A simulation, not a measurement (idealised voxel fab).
Title: Process Module voxel trench capacitor
The cross-section shown here is cut; it is 245 nm wide and divided into square cells measuring 5 nm on a side.
Format of a cross-section: grid, square cells. Given as bands. Order: top down. Band: one or more rows of cells.
Look at the band entry: it leads with the top's height and the bottom's height in nm. Then it lists the materials left to right, with a width in nm for each. The word "edge to edge" on a single material says that material fills the band edge to edge. The word "empty" is empty space.
A quick word on heights: they are counted from 0, and under that level the wafer as it came to us is one material throughout. The lowest band is different from the rest in having no bottom; it simply continues downward, written as in "0 and below".
Width spec "30..40" -> top row of cells at first value, bottom row at second value, equal per-row change in between.
"remained unchanged" for a step: no cell of the cross-section changed in that step.
What "Trapped cavities" gives you is every empty space of 8 cells or more that is cut off from the top. Each appears as width x height at distance, with the distance taken from the left edge and width, height and distance all in nm.
Step line, after settings: the simulator's comment on this step.
The line of a step may include "overlay nm". On a step with a mask, this value is how far to the right of its planned place the mask lay. A negative value means the mask lay to the left.

-- Process steps (planned)
- 1: RECEIVE with material Si
- 2: CONFORMAL_DEP with material SiN, thk nm 5
- 3: DIRECTIONAL_DEP with material aC, thk nm 10
- 4: PATTERN with tone open, mask id TRENCH, material resist, width nm 25, pitch nm 40, thk nm 25, overlay nm 0
- 5: DIRECTIONAL_ETCH with etch materials aC, depth nm 10
- 6: STRIP with etch materials resist
- 7: DIRECTIONAL_ETCH with etch materials SiN, depth nm 5
- 8: DIRECTIONAL_ETCH with etch materials Si, depth nm 30
- 9: STRIP with etch materials aC
- 10: CONFORMAL_DEP with material HfO2, thk nm 5
- 11: CONFORMAL_DEP with material TiN, thk nm 5
- 12: FILL_DEP with material W, thk nm 5
- 13: CMP with height nm 5

-- Cross-section, incoming material, after step 1
  0 and below  Si edge to edge
  Trapped cavities: none

-- The following cross-section depicts the wafer upon conclusion of the module. Processing commenced from the starting condition illustrated above and adhered to the plan illustrated above, save for one mistake in execution
  5 down to 0  70 of SiN; 5 of TiN; 15 of W; 5 of TiN; 15 of SiN; 5 of TiN; 15 of W; 5 of TiN; 15 of SiN; 5 of TiN; 15 of W; 5 of TiN; 70 of SiN
  0 down to -25  70 of Si; 5 of TiN; 15 of W; 5 of TiN; 15 of Si; 5 of TiN; 15 of W; 5 of TiN; 15 of Si; 5 of TiN; 15 of W; 5 of TiN; 70 of Si
  -25 down to -30  70 of Si; 25 of TiN; 15 of Si; 25 of TiN; 15 of Si; 25 of TiN; 70 of Si
  -30 and below  Si edge to edge
  Trapped cavities: none
What broke from the plan during processing? step 10 of the plan was jumped over and never run
